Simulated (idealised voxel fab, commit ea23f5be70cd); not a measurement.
process module | voxel fin reveal
cross-section cut | 165 nm wide | cells 5 nm
A cross-section is a grid of square cells, given in bands from the top down. A band is one or more rows of cells.
Each band's line starts with the height of the band's top and of its bottom, in nm. Then come its materials from left to right, each with its width in nm. One material with "throughout" fills the band from edge to edge. "air" is empty space.
Height 0 is the level under which the wafer as received is all one material. The lowest band goes on downwards, as in "0 down".
A width such as "30 to 40" changes by the same amount from each row of cells to the next, from the band's top row to its bottom row.
"no change" after a step means that no cell of the cross-section changed.
closed voids: empty space of 8 cells or more with no open way to the top, each as width x height at its distance from the left edge, in nm
after a step's settings: what the simulator itself notes on the step
overlay nm, on a step with a mask: how far to the right of its planned place the mask lay; to the left if negative
plan
1 op RECEIVE | material Si
2 op CONFORMAL_DEP | material SiN | thk nm 5
3 op PATTERN | tone cover | mask id FINS | material resist | width nm 15 | pitch nm 35 | thk nm 20 | overlay nm 0
4 op DIRECTIONAL_ETCH | etch materials SiN | depth nm 5
5 op DIRECTIONAL_ETCH | etch materials Si | depth nm 30
6 op STRIP | etch materials resist
7 op OXIDIZE | depth nm 5
8 op FILL_DEP | material SiO2 | thk nm 5
9 op CMP | height nm 5
10 op SELECTIVE_ETCH | etch materials SiO2 | depth nm 20
11 op STRIP | etch materials SiN
12 op CONFORMAL_DEP | material HfO2 | thk nm 5
varied across the wafers: thk nm of step 12. The plan shows the first wafer's value. All wafers start alike
first wafer as received, after step 1
  0 down: Si throughout
  closed voids: none
first wafer at the end, after step 12
  5 to 0: air 20 | HfO2 15 | air 20 | HfO2 15 | air 20 | HfO2 15 | air 20 | HfO2 15 | air 25
  0 to -10: air 20 | HfO2 5 | Si 5 | HfO2 5 | air 20 | HfO2 5 | Si 5 | HfO2 5 | air 20 | HfO2 5 | Si 5 | HfO2 5 | air 20 | HfO2 5 | Si 5 | HfO2 5 | air 25
  -10 to -15: HfO2 25 | Si 5 | HfO2 30 | Si 5 | HfO2 30 | Si 5 | HfO2 30 | Si 5 | HfO2 30
  -15 to -35: SiO2 25 | Si 5 | SiO2 30 | Si 5 | SiO2 30 | Si 5 | SiO2 30 | Si 5 | SiO2 30
  -35 down: Si throughout
  closed voids: none
last wafer at the end
  20 to 5: air 5 | HfO2 150 | air 10
  5 to 0: HfO2 throughout
  0 to -15: HfO2 25 | Si 5 | HfO2 30 | Si 5 | HfO2 30 | Si 5 | HfO2 30 | Si 5 | HfO2 30
  -15 to -35: SiO2 25 | Si 5 | SiO2 30 | Si 5 | SiO2 30 | Si 5 | SiO2 30 | Si 5 | SiO2 30
  -35 down: Si throughout
  closed voids: none
each wafer at the end: cells of each material gained (+) or lost (-) since it was received, then its closed voids
thk nm 5 | +57 HfO2 | -203 Si | +116 SiO2 | closed voids: none
thk nm 10 | +114 HfO2 | -203 Si | +116 SiO2 | closed voids: none
thk nm 15 | +171 HfO2 | -203 Si | +116 SiO2 | closed voids: none
thk nm 20 | +210 HfO2 | -203 Si | +116 SiO2 | closed voids: none
